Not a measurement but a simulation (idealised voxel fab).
Process module name: voxel capacitor over wiring
The width of the displayed cross-section, cut, is 285 nm; its cells are square, with a size of 5 nm.
In this document a cross-section is written as a grid of square cells. It is given as a series of bands, listed from the top down, and a band is one or more rows of cells. First you get the band's top height and its bottom height, in nm, and then the materials it's made of, left to right, with each width in nm. If you see a single material with "full width", that one covers the band edge to edge. "air" is empty space. We count height from 0. Below that, the starting wafer is all one material. The lowest band never ends at the bottom but goes on down; see "0..down" for how that is written. With a width like "30->40", each row of cells in the band differs from the next by the same amount, the top row carrying the first number and the bottom row the second. Reading "changes: none" for a step: not a cell of the cross-section changed in it. The label "Non-vented voids" introduces a list of the empty spaces, 8 cells or larger, that have no open way up to the top; each entry in it reads width x height at distance, where the distance is taken from the left edge and all three are stated in nm. On a step's line, text after the settings is the simulator commenting on that step. overlay nm, on a step with a mask: how far to the right of its planned place the mask lay; to the left if negative.

PLAN
| 1 | RECEIVE,material Si |
| 2 | CONFORMAL_DEP,material SiO2,thk nm 15 |
| 3 | CONFORMAL_DEP,material SiN,thk nm 5 |
| 4 | DIRECTIONAL_DEP,material SiO2,thk nm 20 |
| 5 | MASKED_ETCH,tone open,mask id METAL_1,width nm 25,pitch nm 80,etch materials SiO2,depth nm 20,overlay nm 0 |
| 6 | MASKED_ETCH,tone open,mask id METAL_1,width nm 25,pitch nm 80,etch materials SiN,depth nm 5,overlay nm 0 |
| 7 | CONFORMAL_DEP,material TiN,thk nm 5 |
| 8 | FILL_DEP,material W,thk nm 5 |
| 9 | CMP,height nm 40 |
| 10 | CONFORMAL_DEP,material SiCN,thk nm 5 |
| 11 | DIRECTIONAL_DEP,material SiO2,thk nm 20 |
| 12 | PATTERN,tone open,mask id PLUG_1,material resist,width nm 15,thk nm 20,overlay nm 0 |
| 13 | DIRECTIONAL_ETCH,etch materials SiO2,depth nm 20 |
| 14 | DIRECTIONAL_ETCH,etch materials SiCN,depth nm 5 |
| 15 | STRIP,etch materials resist |
| 16 | CONFORMAL_DEP,material TiN,thk nm 5 |
| 17 | FILL_DEP,material Ru,thk nm 10 |
| 18 | CMP,height nm 65 |
| 19 | DIRECTIONAL_DEP,material TiN,thk nm 5 |
| 20 | DIRECTIONAL_DEP,material HfO2,thk nm 5 |
| 21 | DIRECTIONAL_DEP,material TiN,thk nm 5 |
| 22 | DIRECTIONAL_DEP,material aC,thk nm 15 |
| 23 | PATTERN,tone cover,mask id UPPER_PLATE,material resist,width nm 60,thk nm 35,overlay nm 0 |
| 24 | DIRECTIONAL_ETCH,etch materials aC,depth nm 15 |
| 25 | STRIP,etch materials resist |
| 26 | DIRECTIONAL_ETCH,etch materials TiN,depth nm 5 |
| 27 | DIRECTIONAL_ETCH,etch materials HfO2,depth nm 5 |
| 28 | STRIP,etch materials aC |
| 29 | DIRECTIONAL_DEP,material aC,thk nm 15 |
| 30 | PATTERN,tone cover,mask id LOWER_PLATE,material resist,width nm 70,thk nm 30,overlay nm 0 |
| 31 | DIRECTIONAL_ETCH,etch materials aC,depth nm 15 |
| 32 | STRIP,etch materials resist |
| 33 | DIRECTIONAL_ETCH,etch materials TiN,depth nm 5 |
| 34 | STRIP,etch materials aC |
| 35 | FILL_DEP,material SiO2,thk nm 20 |
| 36 | CMP,height nm 95 |
| 37 | PATTERN,tone open,mask id PLUG_2,material resist,width nm 15,thk nm 20,overlay nm 0 |
| 38 | DIRECTIONAL_ETCH,etch materials SiO2,depth nm 15 |
| 39 | STRIP,etch materials resist |
| 40 | CONFORMAL_DEP,material TiN,thk nm 5 |
| 41 | FILL_DEP,material Cu,thk nm 10 |
| 42 | CMP,height nm 95 |
| 43 | CONFORMAL_DEP,material SiN,thk nm 5 |

SO THIS IS THE INCOMING WAFER IN CROSS-SECTION - IT'S ALREADY BEEN THROUGH STEP 1
  0..down = Si full width
  Non-vented voids: none

END-OF-MODULE XS, FIRST OF TWO WAFERS, RUN AS PLANNED
  100..95 = SiN full width
  95..85 = SiO2=110 / TiN=5 / Cu=5 / TiN=5 / SiO2=160
  85..75 = SiO2=110->100 / TiN=15->60 / SiO2=160->125
  75..70 = SiO2=100 / HfO2=60 / SiO2=125
  70..65 = SiO2=95 / TiN=70 / SiO2=120
  65..45 = SiO2=100 / TiN=5 / Ru=5 / TiN=5 / SiO2=170
  45..40 = SiCN=100 / TiN=15 / SiCN=170
  40..20 = SiO2=90 / TiN=5 / W=15 / TiN=5 / SiO2=55 / TiN=5 / W=15 / TiN=5 / SiO2=90
  20..15 = SiN=90 / TiN=25 / SiN=55 / TiN=25 / SiN=90
  15..0 = SiO2 full width
  0..down = Si full width
  Non-vented voids: none

SAME START, SAME PLAN AS THE FIRST WAFER - BUT ONE MISTAKE IN THE RUN. CROSS-SECTION OF THE SECOND OF THE TWO AT THE END OF THE MODULE
  100..95 = SiN full width
  95..85 = SiO2=110 / TiN=5 / Cu=5 / TiN=5 / SiO2=160
  85..75 = SiO2=110->100 / TiN=15->60 / SiO2=160->125
  75..70 = SiO2=95 / TiN=70 / SiO2=120
  70..65 = HfO2 full width
  65..45 = SiO2=100 / TiN=5 / Ru=5 / TiN=5 / SiO2=170
  45..40 = SiCN=100 / TiN=15 / SiCN=170
  40..20 = SiO2=90 / TiN=5 / W=15 / TiN=5 / SiO2=55 / TiN=5 / W=15 / TiN=5 / SiO2=90
  20..15 = SiN=90 / TiN=25 / SiN=55 / TiN=25 / SiN=90
  15..0 = SiO2 full width
  0..down = Si full width
  Non-vented voids: none
Where did the run depart from the plan? transposition of steps 19 and 20 relative to the planned sequence
Final tally in cells, some materials are higher or lower on the second wafer than on the first: +45 HfO2; -45 SiO2
